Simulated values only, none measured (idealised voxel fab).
Presented below is a process module, voxel air gaps.
Section cut is 195 nm wide and gridded with 5 nm square cells.
Cross-section layout: square cells on a grid; listed as bands, top to bottom; a band spans one or more cell rows.
Per band: top height and bottom height in nm, followed by the left-to-right materials and their widths in nm; "edge to edge" marks a single material spanning edge to edge, "blank" marks empty space.
It should be noted that heights are counted from 0, beneath which the wafer as supplied is of one material throughout, and that the lowest band possesses no lower boundary but continues downward, as written in "0 nm and below".
So if you see something like "30->40" for the width, read it as the top row of the band sitting at the first number and the bottom row at the second, with every row in between moving by the same amount as the last.
For the purposes of this document, the phrase "nothing different" attached to a step denotes that no cell within the cross-section was modified by that step.
"Entrapped void list" specifies each empty space that is not open to the top and that occupies no fewer than 8 cells, using the form width x height at distance, the distance measured from the left edge and all three quantities in nm.
Where a step's line continues beyond its settings, the continuation is a remark by the simulator itself on that step.
On any step carrying a mask, the "overlay nm" setting, if present on the step's line, tells how far right of its planned place the mask lay; negative values point to the left.
Process steps - plan
step 1: RECEIVE | material Si
step 2: CONFORMAL_DEP | material SiO2 | thk nm 15
step 3: CONFORMAL_DEP | material SiN | thk nm 5
step 4: DIRECTIONAL_DEP | material SiO2 | thk nm 40
step 5: DIRECTIONAL_DEP | material aC | thk nm 15
step 6: PATTERN | tone open | mask id LINES | material resist | width nm 15 | pitch nm 45 | thk nm 35 | overlay nm 0
step 7: DIRECTIONAL_ETCH | etch materials aC | depth nm 15
step 8: STRIP | etch materials resist
step 9: DIRECTIONAL_ETCH | etch materials SiO2 | depth nm 40
step 10: STRIP | etch materials aC
step 11: CONFORMAL_DEP | material TiN | thk nm 5
step 12: FILL_DEP | material W | thk nm 5
step 13: CMP | height nm 60
step 14: EPI | material Ru | thk nm 10
step 15: SELECTIVE_ETCH | etch materials SiO2 | depth nm 50
step 16: CONFORMAL_DEP | material SiN | thk nm 5
Cross-section, incoming material, after step 1
	0 nm and below = Si edge to edge
	Entrapped void list: none
The first of two wafers, cross-sectioned at the end of the module, with the run proceeding as planned
	75 nm to 70 nm = blank (30), SiN (135), blank (30)
	70 nm to 60 nm = blank (30), SiN (5), Ru (35), SiN (10), Ru (35), SiN (10), Ru (35), SiN (5), blank (30)
	60 nm to 55 nm = blank (30), SiN (15), TiN (5), W (5), TiN (5), SiN (30), TiN (5), W (5), TiN (5), SiN (30), TiN (5), W (5), TiN (5), SiN (15), blank (30)
	55 nm to 25 nm = blank (40), SiN (5), TiN (5), W (5), TiN (5), SiN (5), blank (20), SiN (5), TiN (5), W (5), TiN (5), SiN (5), blank (20), SiN (5), TiN (5), W (5), TiN (5), SiN (5), blank (40)
	25 nm to 20 nm = SiN (45), TiN (15), SiN (30), TiN (15), SiN (30), TiN (15), SiN (45)
	20 nm to 15 nm = SiN edge to edge
	15 nm to 0 nm = SiO2 edge to edge
	0 nm and below = Si edge to edge
	Entrapped void list: 20 x 30 at 65; 20 x 30 at 110
Here's the second of our two wafers sectioned at module end. Same start as the first, same plan, but one mistake got made running it
	75 nm to 70 nm = blank (20), SiN (135), blank (40)
	70 nm to 60 nm = blank (20), SiN (5), Ru (35), SiN (10), Ru (35), SiN (10), Ru (35), SiN (5), blank (40)
	60 nm to 55 nm = blank (20), SiN (15), TiN (5), W (5), TiN (5), SiN (30), TiN (5), W (5), TiN (5), SiN (30), TiN (5), W (5), TiN (5), SiN (15), blank (40)
	55 nm to 25 nm = blank (30), SiN (5), TiN (5), W (5), TiN (5), SiN (5), blank (20), SiN (5), TiN (5), W (5), TiN (5), SiN (5), blank (20), SiN (5), TiN (5), W (5), TiN (5), SiN (5), blank (50)
	25 nm to 20 nm = SiN (35), TiN (15), SiN (30), TiN (15), SiN (30), TiN (15), SiN (55)
	20 nm to 15 nm = SiN edge to edge
	15 nm to 0 nm = SiO2 edge to edge
	0 nm and below = Si edge to edge
	Entrapped void list: 20 x 30 at 55; 20 x 30 at 100
Error vs. plan: the process deviated at step 6: the operation and settings actually run there were PATTERN | tone open | mask id LINES | material resist | width nm 15 | pitch nm 45 | thk nm 35 | overlay nm -10
The two final wafers agree on how many cells each material fills and disagree on which cells those are.
